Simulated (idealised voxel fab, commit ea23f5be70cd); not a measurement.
Module name: voxel trench capacitor (process module)
It is cross-section cut that appears here, measuring 285 nm in width, its square cells being 5 nm in size.
A cross-section is written here as square cells arranged in a grid, and it is given in bands from the top down, each band taking up one or more rows of cells. The band entry comprises the height of the band's top followed by the height of its bottom, expressed in nm, and subsequently the band's materials from left to right, each stated together with its width in nm. Where a single material is marked with the word "all across", that material fills the band from edge to edge. The word "air" represents empty space. Height 0 is the level under which the wafer as received is all one material. The lowest band goes on downwards, as in "0 -> down". A width such as "30->40" changes by the same amount from each row of cells to the next, from the band's top row to its bottom row. A step reported as "no alteration" is a step in which no cell of the cross-section changed. "Sealed cavities": sealed empty spaces, 8 cells or more, no open way to top, listed width x height at distance, with distance from the left edge and width, height and distance in nm. The remark found on a step's line after its settings is issued by the simulator itself and pertains to that step. The setting "overlay nm" may be written on the line of a step. When the step uses a mask, the value reports how far to the right of the planned place the mask lay, and a negative value reports that it lay to the left.

[Intended process steps]
1: RECEIVE | material Si
2: CONFORMAL_DEP | material SiN | thk nm 10
3: MASKED_ETCH | tone open | mask id TRENCH | width nm 25 | pitch nm 55 | etch materials SiN | depth nm 10 | overlay nm 0
4: MASKED_ETCH | tone open | mask id TRENCH | width nm 25 | pitch nm 55 | etch materials Si | depth nm 40 | overlay nm 0
5: CONFORMAL_DEP | material HfO2 | thk nm 5
6: CONFORMAL_DEP | material TiN | thk nm 5
7: FILL_DEP | material W | thk nm 10
8: CMP | height nm 10

[First of two wafers: run as planned]

[Wafer as received: cross-section following step 1]
  0 -> down = Si all across
  Sealed cavities: none

[Cross-section of the wafer subsequent to step 2]
  10 -> 0 = SiN all across
  Below 0, no change.

[Cross-section of the wafer subsequent to step 3]
  10 -> 0 = 100 of SiN / 25 of air / 30 of SiN / 25 of air / 105 of SiN
  Below 0, no change.

[Cross-section of the wafer subsequent to step 4]
  10 -> 0 = 100 of SiN / 25 of air / 30 of SiN / 25 of air / 105 of SiN
  0 -> -40 = 100 of Si / 25 of air / 30 of Si / 25 of air / 105 of Si
  Below -40, no change.

[Cross-section of the wafer subsequent to step 5]
  15 -> 10 = 105 of HfO2 / 15 of air / 40 of HfO2 / 15 of air / 110 of HfO2
  10 -> 0 = 100 of SiN / 5 of HfO2 / 15 of air / 5 of HfO2 / 30 of SiN / 5 of HfO2 / 15 of air / 5 of HfO2 / 105 of SiN
  0 -> -35 = 100 of Si / 5 of HfO2 / 15 of air / 5 of HfO2 / 30 of Si / 5 of HfO2 / 15 of air / 5 of HfO2 / 105 of Si
  -35 -> -40 = 100 of Si / 25 of HfO2 / 30 of Si / 25 of HfO2 / 105 of Si
  Below -40, no change.

[Cross-section of the wafer subsequent to step 6]
  20 -> 15 = 110 of TiN / 5 of air / 50 of TiN / 5 of air / 115 of TiN
  15 -> 10 = 105 of HfO2 / 5 of TiN / 5 of air / 5 of TiN / 40 of HfO2 / 5 of TiN / 5 of air / 5 of TiN / 110 of HfO2
  10 -> 0 = 100 of SiN / 5 of HfO2 / 5 of TiN / 5 of air / 5 of TiN / 5 of HfO2 / 30 of SiN / 5 of HfO2 / 5 of TiN / 5 of air / 5 of TiN / 5 of HfO2 / 105 of SiN
  0 -> -30 = 100 of Si / 5 of HfO2 / 5 of TiN / 5 of air / 5 of TiN / 5 of HfO2 / 30 of Si / 5 of HfO2 / 5 of TiN / 5 of air / 5 of TiN / 5 of HfO2 / 105 of Si
  -30 -> -35 = 100 of Si / 5 of HfO2 / 15 of TiN / 5 of HfO2 / 30 of Si / 5 of HfO2 / 15 of TiN / 5 of HfO2 / 105 of Si
  Below -35, no change.

[Cross-section of the wafer subsequent to step 7]
  30 -> 20 = W all across
  20 -> 15 = 110 of TiN / 5 of W / 50 of TiN / 5 of W / 115 of TiN
  15 -> 10 = 105 of HfO2 / 5 of TiN / 5 of W / 5 of TiN / 40 of HfO2 / 5 of TiN / 5 of W / 5 of TiN / 110 of HfO2
  10 -> 0 = 100 of SiN / 5 of HfO2 / 5 of TiN / 5 of W / 5 of TiN / 5 of HfO2 / 30 of SiN / 5 of HfO2 / 5 of TiN / 5 of W / 5 of TiN / 5 of HfO2 / 105 of SiN
  0 -> -30 = 100 of Si / 5 of HfO2 / 5 of TiN / 5 of W / 5 of TiN / 5 of HfO2 / 30 of Si / 5 of HfO2 / 5 of TiN / 5 of W / 5 of TiN / 5 of HfO2 / 105 of Si
  Below -30, no change.

[Cross-section of the wafer subsequent to step 8]
  10 -> 0 = 100 of SiN / 5 of HfO2 / 5 of TiN / 5 of W / 5 of TiN / 5 of HfO2 / 30 of SiN / 5 of HfO2 / 5 of TiN / 5 of W / 5 of TiN / 5 of HfO2 / 105 of SiN
  Below 0, no change.

[Second wafer - shared start and plan with the first - one error in running - same as the first up to step 2 inclusive]

[Second wafer, section view, time point: scheduled end of step 3]
  10 -> 0 = 100 of air / 25 of SiN / 30 of air / 25 of SiN / 105 of air
  Below 0, no change.

Second wafer, section view, time point: scheduled end of step 4: no alteration

[Second wafer, section view, time point: scheduled end of step 5]
  15 -> 10 = 95 of air / 35 of HfO2 / 20 of air / 35 of HfO2 / 100 of air
  10 -> 5 = 95 of air / 5 of HfO2 / 25 of SiN / 5 of HfO2 / 20 of air / 5 of HfO2 / 25 of SiN / 5 of HfO2 / 100 of air
  5 -> 0 = 100 of HfO2 / 25 of SiN / 30 of HfO2 / 25 of SiN / 105 of HfO2
  Below 0, no change.

[Second wafer, section view, time point: scheduled end of step 6]
  20 -> 15 = 90 of air / 45 of TiN / 10 of air / 45 of TiN / 95 of air
  15 -> 10 = 90 of air / 5 of TiN / 35 of HfO2 / 5 of TiN / 10 of air / 5 of TiN / 35 of HfO2 / 5 of TiN / 95 of air
  10 -> 5 = 95 of TiN / 5 of HfO2 / 25 of SiN / 5 of HfO2 / 20 of TiN / 5 of HfO2 / 25 of SiN / 5 of HfO2 / 100 of TiN
  Below 5, no change.

[Second wafer, section view, time point: scheduled end of step 7]
  30 -> 20 = W all across
  20 -> 15 = 90 of W / 45 of TiN / 10 of W / 45 of TiN / 95 of W
  15 -> 10 = 90 of W / 5 of TiN / 35 of HfO2 / 5 of TiN / 10 of W / 5 of TiN / 35 of HfO2 / 5 of TiN / 95 of W
  Below 10, no change.

[Second wafer, section view, time point: scheduled end of step 8]
  10 -> 5 = 95 of TiN / 5 of HfO2 / 25 of SiN / 5 of HfO2 / 20 of TiN / 5 of HfO2 / 25 of SiN / 5 of HfO2 / 100 of TiN
  Below 5, no change.
Want to know what went wrong? the process deviated at step 3: the operation and settings actually run there were MASKED_ETCH | tone cover | mask id TRENCH | width nm 25 | pitch nm 55 | etch materials SiN | depth nm 10 | overlay nm 0
Bottom line after processing is that, in cells, the second wafer is up or down on some materials versus the first: HfO2 +5 | Si +80 | SiN -74 | TiN +5 | W -16
